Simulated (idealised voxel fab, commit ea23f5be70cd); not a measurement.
The process module that follows is named voxel spacer lines.
Each square cell in cross-section cut measures 5 nm, and the section as a whole is 165 nm wide.
We lay out every cross-section as a grid of square cells and spell it out in bands from the top down, where one band means one or more rows of cells.
Heights first: top, then bottom, in nm. Then materials, left to right, each with a width in nm. "everywhere" on a single material: fills the band edge to edge. "blank": empty space.
Below 0: as-received wafer, all one material; heights counted from there. Lowest band: no bottom, goes on down, written "0 down".
A two-number width, for instance "30->40", indicates that the width is equal to the first number in the top row of the band and to the second number in the bottom row, and that it changes by a constant amount per row of cells.
Given "all unchanged" for a step, no cell of the cross-section differs between before and after that step.
"Enclosed voids" enumerates empty spaces isolated from the top, with no open way to it, that contain at least 8 cells, giving each as width x height at distance from the left edge, all three in nm.
Heads up: the bit after the settings on a step's line is the simulator's remark on that step.
overlay nm: mask right of planned place by this much (step with mask). Neg. = left.
Listed below are the process steps as planned
1,RECEIVE | material Si
2,CONFORMAL_DEP | material Al2O3 | thk nm 5
3,DIRECTIONAL_DEP | material polySi | thk nm 15
4,DIRECTIONAL_DEP | material aC | thk nm 25
5,PATTERN | tone cover | mask id MANDREL | material resist | width nm 20 | pitch nm 60 | thk nm 30 | overlay nm 0
6,DIRECTIONAL_ETCH | etch materials aC | depth nm 25
7,STRIP | etch materials resist
8,CONFORMAL_DEP | material SiO2 | thk nm 10
9,DIRECTIONAL_ETCH | etch materials SiO2 | depth nm 10
10,STRIP | etch materials aC
11,DIRECTIONAL_ETCH | etch materials polySi | depth nm 15
12,STRIP | etch materials SiO2
As-received state of the wafer in cross-section, equivalent to post-step 1
  0 down  Si everywhere
  Enclosed voids: none
Post-module cross-section of the first of two wafers (run per plan)
  20 to 5  30 blank  10 polySi  20 blank  10 polySi  20 blank  10 polySi  20 blank  10 polySi  35 blank
  5 to 0  Al2O3 everywhere
  0 down  Si everywhere
  Enclosed voids: none
Same start, same plan as the first wafer - but one mistake in the run. Cross-section of the second of the two at the end of the module
  45 to 20  40 blank  20 aC  40 blank  20 aC  45 blank
  20 to 5  40 blank  20 polySi  40 blank  20 polySi  45 blank
  5 to 0  Al2O3 everywhere
  0 down  Si everywhere
  Enclosed voids: none
Short version of what went wrong: step 10 did not happen as planned, as run it was STRIP | etch materials SiO2
Wafer comparison, final, in cells, second relative to first, materials more or fewer: aC: 40 more
